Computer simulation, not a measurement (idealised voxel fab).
process module | voxel wiring stack
cross-section cut | 290 nm wide | cells 5 nm
A cross-section is a grid of square cells, given in bands from the top down. A band is one or more rows of cells.
Each band's line starts with the height of the band's top and of its bottom, in nm. Then come its materials from left to right, each with its width in nm. One material with "throughout" fills the band from edge to edge. "air" is empty space.
Height 0 is the level under which the wafer as received is all one material. The lowest band goes on downwards, as in "0 down".
A width such as "30 to 40" changes by the same amount from each row of cells to the next, from the band's top row to its bottom row.
"no change" after a step means that no cell of the cross-section changed.
closed voids: empty space of 8 cells or more with no open way to the top, each as width x height at its distance from the left edge, in nm
after a step's settings: what the simulator itself notes on the step
overlay nm, on a step with a mask: how far to the right of its planned place the mask lay; to the left if negative
plan
1 op RECEIVE | material Si
2 op CONFORMAL_DEP | material SiO2 | thk nm 15
3 op CONFORMAL_DEP | material SiN | thk nm 5
4 op DIRECTIONAL_DEP | material SiO2 | thk nm 15
5 op PATTERN | tone open | mask id METAL_1 | material resist | width nm 20 | pitch nm 50 | thk nm 20 | overlay nm 0
6 op DIRECTIONAL_ETCH | etch materials SiO2 | depth nm 15
7 op DIRECTIONAL_ETCH | etch materials SiN | depth nm 5
8 op STRIP | etch materials resist
9 op CONFORMAL_DEP | material TiN | thk nm 5
10 op FILL_DEP | material Cu | thk nm 5
11 op CMP | height nm 35
12 op CONFORMAL_DEP | material SiCN | thk nm 5
13 op DIRECTIONAL_DEP | material SiO2 | thk nm 25
14 op DIRECTIONAL_DEP | material aC | thk nm 15
15 op PATTERN | tone open | mask id METAL_2_HOLES | material resist | width nm 15 | pitch nm 100 | thk nm 35 | overlay nm 0
16 op DIRECTIONAL_ETCH | etch materials aC | depth nm 15
17 op STRIP | etch materials resist
18 op DIRECTIONAL_ETCH | etch materials SiO2 | depth nm 25
19 op STRIP | etch materials aC
20 op PATTERN | tone open | mask id METAL_2 | material resist | width nm 20 | pitch nm 50 | thk nm 15 | overlay nm 0
21 op DIRECTIONAL_ETCH | etch materials SiO2 | depth nm 15
22 op DIRECTIONAL_ETCH | etch materials SiCN | depth nm 5
23 op STRIP | etch materials resist
24 op CONFORMAL_DEP | material TiN | thk nm 5
25 op FILL_DEP | material Ru | thk nm 10
26 op CMP | height nm 65
27 op CONFORMAL_DEP | material SiCN | thk nm 5
28 op DIRECTIONAL_DEP | material lowk | thk nm 30
29 op PATTERN | tone open | mask id METAL_3_HOLES | material resist | width nm 15 | pitch nm 100 | thk nm 20 | overlay nm 0
30 op DIRECTIONAL_ETCH | etch materials lowk | depth nm 30
31 op STRIP | etch materials resist
32 op MASKED_ETCH | tone open | mask id METAL_3 | width nm 20 | pitch nm 50 | etch materials lowk | depth nm 20 | overlay nm 0
33 op MASKED_ETCH | tone open | mask id METAL_3 | width nm 20 | pitch nm 50 | etch materials SiCN | depth nm 5 | overlay nm 0
34 op CONFORMAL_DEP | material TiN | thk nm 5
35 op FILL_DEP | material Ru | thk nm 10
36 op CMP | height nm 100
37 op CONFORMAL_DEP | material SiCN | thk nm 5
38 op DIRECTIONAL_DEP | material lowk | thk nm 10
39 op MASKED_ETCH | tone open | mask id PLUG_3 | width nm 15 | pitch nm 50 | etch materials lowk | depth nm 10 | overlay nm 0
40 op MASKED_ETCH | tone open | mask id PLUG_3 | width nm 15 | pitch nm 50 | etch materials SiCN | depth nm 5 | overlay nm 0
41 op EPI | material Ru | thk nm 10
42 op EPI | material Ru | thk nm 5
43 op CONFORMAL_DEP | material SiN | thk nm 5
44 op DIRECTIONAL_DEP | material lowk | thk nm 15
45 op DIRECTIONAL_DEP | material aC | thk nm 15
46 op PATTERN | tone open | mask id METAL_4 | material resist | width nm 20 | pitch nm 50 | thk nm 35 | overlay nm 0
47 op DIRECTIONAL_ETCH | etch materials aC | depth nm 15
48 op STRIP | etch materials resist
49 op DIRECTIONAL_ETCH | etch materials lowk | depth nm 15
50 op DIRECTIONAL_ETCH | etch materials SiN | depth nm 5
51 op STRIP | etch materials aC
52 op CONFORMAL_DEP | material TiN | thk nm 5
53 op FILL_DEP | material Ru | thk nm 5
54 op CMP | height nm 135
55 op EPI | material Ru | thk nm 5
56 op FILL_DEP | material SiCN | thk nm 5
as received, after step 1
  0 down: Si throughout
  closed voids: none
a wafer at the end: this start, this plan, one mistake
  145 to 140: SiCN throughout
  140 to 135: SiCN 80 | Ru 30 | SiCN 20 | Ru 30 | SiCN 20 | Ru 30 | SiCN 80
  135 to 120: lowk 85 | TiN 5 | Ru 10 | TiN 5 | lowk 30 | TiN 5 | Ru 10 | TiN 5 | lowk 30 | TiN 5 | Ru 10 | TiN 5 | lowk 85
  120 to 115: SiN 85 | TiN 20 | SiN 30 | TiN 20 | SiN 30 | TiN 20 | SiN 85
  115 to 105: lowk 85 | Ru 15 | lowk 35 | Ru 15 | lowk 35 | Ru 15 | lowk 90
  105 to 100: SiCN 85 | Ru 15 | SiCN 35 | Ru 15 | SiCN 35 | Ru 15 | SiCN 90
  100 to 85: lowk 85 | TiN 5 | Ru 10 | TiN 5 | lowk 30 | TiN 5 | Ru 10 | TiN 5 | lowk 30 | TiN 5 | Ru 10 | TiN 5 | lowk 85
  85 to 80: lowk 85 | TiN 5 | Ru 5 | TiN 10 | lowk 30 | TiN 20 | lowk 30 | TiN 5 | Ru 5 | TiN 10 | lowk 85
  80 to 70: lowk 85 | TiN 5 | Ru 5 | TiN 5 | lowk 85 | TiN 5 | Ru 5 | TiN 5 | lowk 90
  70 to 65: SiCN 85 | TiN 15 | SiCN 85 | TiN 15 | SiCN 90
  65 to 55: SiO2 85 | TiN 5 | Ru 10 | TiN 5 | SiO2 30 | TiN 5 | Ru 10 | TiN 5 | SiO2 30 | TiN 5 | Ru 10 | TiN 5 | SiO2 85
  55 to 50: SiO2 85 | TiN 5 | Ru 5 | TiN 10 | SiO2 30 | TiN 20 | SiO2 30 | TiN 5 | Ru 5 | TiN 10 | SiO2 85
  50 to 40: SiO2 85 | TiN 5 | Ru 5 | TiN 5 | SiO2 85 | TiN 5 | Ru 5 | TiN 5 | SiO2 90
  40 to 35: SiCN 85 | TiN 15 | SiCN 85 | TiN 15 | SiCN 90
  35 to 25: SiO2 85 | TiN 5 | Cu 10 | TiN 5 | SiO2 30 | TiN 5 | Cu 10 | TiN 5 | SiO2 30 | TiN 5 | Cu 10 | TiN 5 | SiO2 85
  25 to 20: SiO2 85 | TiN 20 | SiO2 30 | TiN 20 | SiO2 30 | TiN 20 | SiO2 85
  20 to 15: TiN throughout
  15 to 0: SiO2 throughout
  0 down: Si throughout
  closed voids: none
what went wrong: step 3 ran as: op CONFORMAL_DEP | material TiN | thk nm 5
